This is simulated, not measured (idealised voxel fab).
process module | voxel gate over fins
cross-section cut | 220 nm wide | cells 5 nm
A cross-section is a grid of square cells, given in bands from the top down. A band is one or more rows of cells.
Each band's line starts with the height of the band's top and of its bottom, in nm. Then come its materials from left to right, each with its width in nm. One material with "throughout" fills the band from edge to edge. "air" is empty space.
Height 0 is the level under which the wafer as received is all one material. The lowest band goes on downwards, as in "0 down".
A width such as "30 to 40" changes by the same amount from each row of cells to the next, from the band's top row to its bottom row.
"no change" after a step means that no cell of the cross-section changed.
closed voids: empty space of 8 cells or more with no open way to the top, each as width x height at its distance from the left edge, in nm
after a step's settings: what the simulator itself notes on the step
overlay nm, on a step with a mask: how far to the right of its planned place the mask lay; to the left if negative
plan
1 op RECEIVE | material Si
2 op CONFORMAL_DEP | material SiN | thk nm 10
3 op PATTERN | tone cover | mask id FINS | material resist | width nm 15 | pitch nm 50 | thk nm 20 | overlay nm 0
4 op DIRECTIONAL_ETCH | etch materials SiN | depth nm 10
5 op DIRECTIONAL_ETCH | etch materials Si | depth nm 40
6 op STRIP | etch materials resist
7 op OXIDIZE | depth nm 5
8 op FILL_DEP | material SiO2 | thk nm 5
9 op CMP | height nm 10
10 op DIRECTIONAL_DEP | material aC | thk nm 10
11 op PATTERN | tone open | mask id RAIL | material resist | width nm 15 | thk nm 25 | overlay nm 0
12 op DIRECTIONAL_ETCH | etch materials aC | depth nm 10
13 op STRIP | etch materials resist
14 op DIRECTIONAL_ETCH | etch materials SiO2 | depth nm 45
15 op STRIP | etch materials aC
16 op CONFORMAL_DEP | material TiN | thk nm 5
17 op FILL_DEP | material W | thk nm 10
18 op CMP | height nm 10
19 op SELECTIVE_ETCH | etch materials W Ru TiN | depth nm 30
20 op FILL_DEP | material SiO2 | thk nm 5
21 op CMP | height nm 10
22 op SELECTIVE_ETCH | etch materials SiO2 | depth nm 20
23 op STRIP | etch materials SiN
24 op CONFORMAL_DEP | material HfO2 | thk nm 5
25 op CONFORMAL_DEP | material TiN | thk nm 5
26 op FILL_DEP | material W | thk nm 15
27 op CMP | height nm 20
28 op CONFORMAL_DEP | material SiCN | thk nm 5
varied across the wafers: width nm of step 3. The plan shows the first wafer's value. All wafers start alike
first wafer as received, after step 1
  0 down: Si throughout
  closed voids: none
each wafer at the end: cells of each material gained (+) or lost (-) since it was received, then its closed voids
width nm 15 | +60 HfO2 | -360 Si | +44 SiCN | +271 SiO2 | +67 TiN | +138 W | closed voids: none
width nm 20 | +60 HfO2 | -324 Si | +44 SiCN | +243 SiO2 | +67 TiN | +130 W | closed voids: none
width nm 25 | +60 HfO2 | -288 Si | +44 SiCN | +215 SiO2 | +67 TiN | +122 W | closed voids: none
width nm 30 | +60 HfO2 | -252 Si | +44 SiCN | +187 SiO2 | +67 TiN | +114 W | closed voids: none
